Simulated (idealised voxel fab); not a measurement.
process module | voxel self aligned contacts
cross-section cut | 240 nm wide | cells 5 nm
A cross-section is a grid of square cells, given in bands from the top down. A band is one or more rows of cells.
Each band's line starts with the height of the band's top and of its bottom, in nm. Then come its materials from left to right, each with its width in nm. One material with "throughout" fills the band from edge to edge. "air" is empty space.
Height 0 is the level under which the wafer as received is all one material. The lowest band goes on downwards, as in "0 down".
A width such as "30 to 40" changes by the same amount from each row of cells to the next, from the band's top row to its bottom row.
"no change" after a step means that no cell of the cross-section changed.
closed voids: empty space of 8 cells or more with no open way to the top, each as width x height at its distance from the left edge, in nm
after a step's settings: what the simulator itself notes on the step
overlay nm, on a step with a mask: how far to the right of its planned place the mask lay; to the left if negative
plan
1 op RECEIVE | material Si
2 op OXIDIZE | depth nm 5
3 op DIRECTIONAL_DEP | material polySi | thk nm 20
4 op DIRECTIONAL_DEP | material SiN | thk nm 20
5 op DIRECTIONAL_DEP | material aC | thk nm 15
6 op PATTERN | tone cover | mask id GATE | material resist | width nm 30 | pitch nm 70 | thk nm 30 | overlay nm 0
7 op DIRECTIONAL_ETCH | etch materials aC | depth nm 15
8 op STRIP | etch materials resist
9 op DIRECTIONAL_ETCH | etch materials SiN | depth nm 20
10 op DIRECTIONAL_ETCH | etch materials polySi | depth nm 20
11 op STRIP | etch materials aC
12 op CONFORMAL_DEP | material SiN | thk nm 10
13 op DIRECTIONAL_ETCH | etch materials SiN | depth nm 10
14 op FILL_DEP | material SiO2 | thk nm 20
15 op CMP | height nm 50
16 op PATTERN | tone open | mask id CONTACT | material resist | width nm 50 | thk nm 20 | overlay nm 0
17 op DIRECTIONAL_ETCH | etch materials SiO2 | depth nm 55
18 op STRIP | etch materials resist
19 op CONFORMAL_DEP | material TiN | thk nm 5
20 op FILL_DEP | material W | thk nm 10
21 op CMP | height nm 50
22 op CONFORMAL_DEP | material SiCN | thk nm 5
first wafer, as planned
as received, after step 1
  0 down: Si throughout
  closed voids: none
after step 2
  0 to -5: SiO2 throughout
  below -5: unchanged
after step 3
  20 to 0: polySi throughout
  below 0: unchanged
after step 4
  40 to 20: SiN throughout
  below 20: unchanged
after step 5
  55 to 40: aC throughout
  below 40: unchanged
after step 6
  85 to 55: air 70 | resist 30 | air 40 | resist 30 | air 70
  below 55: unchanged
after step 7
  70 to 55: air 70 | resist 30 | air 40 | resist 30 | air 70
  55 to 40: air 70 | aC 30 | air 40 | aC 30 | air 70
  below 40: unchanged
after step 8
  55 to 40: air 70 | aC 30 | air 40 | aC 30 | air 70
  below 40: unchanged
after step 9
  55 to 40: air 70 | aC 30 | air 40 | aC 30 | air 70
  40 to 20: air 70 | SiN 30 | air 40 | SiN 30 | air 70
  below 20: unchanged
after step 10
  55 to 40: air 70 | aC 30 | air 40 | aC 30 | air 70
  40 to 20: air 70 | SiN 30 | air 40 | SiN 30 | air 70
  20 to 0: air 70 | polySi 30 | air 40 | polySi 30 | air 70
  below 0: unchanged
after step 11
  40 to 20: air 70 | SiN 30 | air 40 | SiN 30 | air 70
  below 20: unchanged
after step 12
  50 to 20: air 60 | SiN 50 | air 20 | SiN 50 | air 60
  20 to 10: air 60 | SiN 10 | polySi 30 | SiN 10 | air 20 | SiN 10 | polySi 30 | SiN 10 | air 60
  10 to 0: SiN 70 | polySi 30 | SiN 40 | polySi 30 | SiN 70
  below 0: unchanged
after step 13
  40 to 20: air 60 | SiN 50 | air 20 | SiN 50 | air 60
  20 to 0: air 60 | SiN 10 | polySi 30 | SiN 10 | air 20 | SiN 10 | polySi 30 | SiN 10 | air 60
  below 0: unchanged
after step 14
  60 to 40: SiO2 throughout
  40 to 20: SiO2 60 | SiN 50 | SiO2 20 | SiN 50 | SiO2 60
  20 to 0: SiO2 60 | SiN 10 | polySi 30 | SiN 10 | SiO2 20 | SiN 10 | polySi 30 | SiN 10 | SiO2 60
  below 0: unchanged
after step 15
  50 to 40: SiO2 throughout
  below 40: unchanged
after step 16
  70 to 50: resist 95 | air 50 | resist 95
  below 50: unchanged
after step 17
  70 to 50: resist 95 | air 50 | resist 95
  50 to 40: SiO2 95 | air 50 | SiO2 95
  40 to 20: SiO2 60 | SiN 50 | air 20 | SiN 50 | SiO2 60
  20 to 0: SiO2 60 | SiN 10 | polySi 30 | SiN 10 | air 20 | SiN 10 | polySi 30 | SiN 10 | SiO2 60
  0 to -5: SiO2 110 | air 20 | SiO2 110
  below -5: unchanged
after step 18
  50 to 40: SiO2 95 | air 50 | SiO2 95
  below 40: unchanged
after step 19
  55 to 50: TiN 100 | air 40 | TiN 100
  50 to 40: SiO2 95 | TiN 5 to 20 | air 40 to 10 | TiN 5 to 20 | SiO2 95
  40 to 20: SiO2 60 | SiN 50 | TiN 5 | air 10 | TiN 5 | SiN 50 | SiO2 60
  20 to 0: SiO2 60 | SiN 10 | polySi 30 | SiN 10 | TiN 5 | air 10 | TiN 5 | SiN 10 | polySi 30 | SiN 10 | SiO2 60
  0 to -5: SiO2 110 | TiN 20 | SiO2 110
  below -5: unchanged
after step 20
  65 to 55: W throughout
  55 to 50: TiN 100 | W 40 | TiN 100
  50 to 40: SiO2 95 | TiN 5 to 20 | W 40 to 10 | TiN 5 to 20 | SiO2 95
  40 to 20: SiO2 60 | SiN 50 | TiN 5 | W 10 | TiN 5 | SiN 50 | SiO2 60
  20 to 0: SiO2 60 | SiN 10 | polySi 30 | SiN 10 | TiN 5 | W 10 | TiN 5 | SiN 10 | polySi 30 | SiN 10 | SiO2 60
  below 0: unchanged
after step 21
  50 to 40: SiO2 95 | TiN 5 to 20 | W 40 to 10 | TiN 5 to 20 | SiO2 95
  below 40: unchanged
after step 22
  55 to 50: SiCN throughout
  below 50: unchanged
second wafer: like start, like plan, one mistake. Through step 5 it matches the first wafer
when step 6 should have ended
  85 to 55: resist 70 | air 30 | resist 40 | air 30 | resist 70
  below 55: unchanged
when step 7 should have ended
  70 to 55: resist 70 | air 30 | resist 40 | air 30 | resist 70
  55 to 40: aC 70 | air 30 | aC 40 | air 30 | aC 70
  below 40: unchanged
when step 8 should have ended
  55 to 40: aC 70 | air 30 | aC 40 | air 30 | aC 70
  below 40: unchanged
when step 9 should have ended
  55 to 40: aC 70 | air 30 | aC 40 | air 30 | aC 70
  40 to 20: SiN 70 | air 30 | SiN 40 | air 30 | SiN 70
  below 20: unchanged
when step 10 should have ended
  55 to 40: aC 70 | air 30 | aC 40 | air 30 | aC 70
  40 to 20: SiN 70 | air 30 | SiN 40 | air 30 | SiN 70
  20 to 0: polySi 70 | air 30 | polySi 40 | air 30 | polySi 70
  below 0: unchanged
when step 11 should have ended
  40 to 20: SiN 70 | air 30 | SiN 40 | air 30 | SiN 70
  below 20: unchanged
when step 12 should have ended
  50 to 20: SiN 80 | air 10 | SiN 60 | air 10 | SiN 80
  20 to 10: polySi 70 | SiN 10 | air 10 | SiN 10 | polySi 40 | SiN 10 | air 10 | SiN 10 | polySi 70
  10 to 0: polySi 70 | SiN 30 | polySi 40 | SiN 30 | polySi 70
  below 0: unchanged
when step 13 should have ended
  40 to 20: SiN 80 | air 10 | SiN 60 | air 10 | SiN 80
  20 to 0: polySi 70 | SiN 10 | air 10 | SiN 10 | polySi 40 | SiN 10 | air 10 | SiN 10 | polySi 70
  below 0: unchanged
when step 14 should have ended
  60 to 40: SiO2 throughout
  40 to 20: SiN 80 | SiO2 10 | SiN 60 | SiO2 10 | SiN 80
  20 to 0: polySi 70 | SiN 10 | SiO2 10 | SiN 10 | polySi 40 | SiN 10 | SiO2 10 | SiN 10 | polySi 70
  below 0: unchanged
when step 15 should have ended
  50 to 40: SiO2 throughout
  below 40: unchanged
when step 16 should have ended
  70 to 50: resist 95 | air 50 | resist 95
  below 50: unchanged
when step 17 should have ended
  70 to 50: resist 95 | air 50 | resist 95
  50 to 40: SiO2 95 | air 50 | SiO2 95
  below 40: unchanged
when step 18 should have ended
  50 to 40: SiO2 95 | air 50 | SiO2 95
  below 40: unchanged
when step 19 should have ended
  55 to 50: TiN 100 | air 40 | TiN 100
  50 to 45: SiO2 95 | TiN 5 | air 40 | TiN 5 | SiO2 95
  45 to 40: SiO2 95 | TiN 50 | SiO2 95
  below 40: unchanged
when step 20 should have ended
  65 to 55: W throughout
  55 to 50: TiN 100 | W 40 | TiN 100
  50 to 45: SiO2 95 | TiN 5 | W 40 | TiN 5 | SiO2 95
  below 45: unchanged
when step 21 should have ended
  50 to 45: SiO2 95 | TiN 5 | W 40 | TiN 5 | SiO2 95
  below 45: unchanged
when step 22 should have ended
  55 to 50: SiCN throughout
  below 50: unchanged
what went wrong: step 6 ran as: op PATTERN | tone open | mask id GATE | material resist | width nm 30 | pitch nm 70 | thk nm 30 | overlay nm 0
at the end the second wafer has, in cells: 96 more of SiN | 156 fewer of SiO2 | 18 fewer of TiN | 18 fewer of W | 96 more of polySi
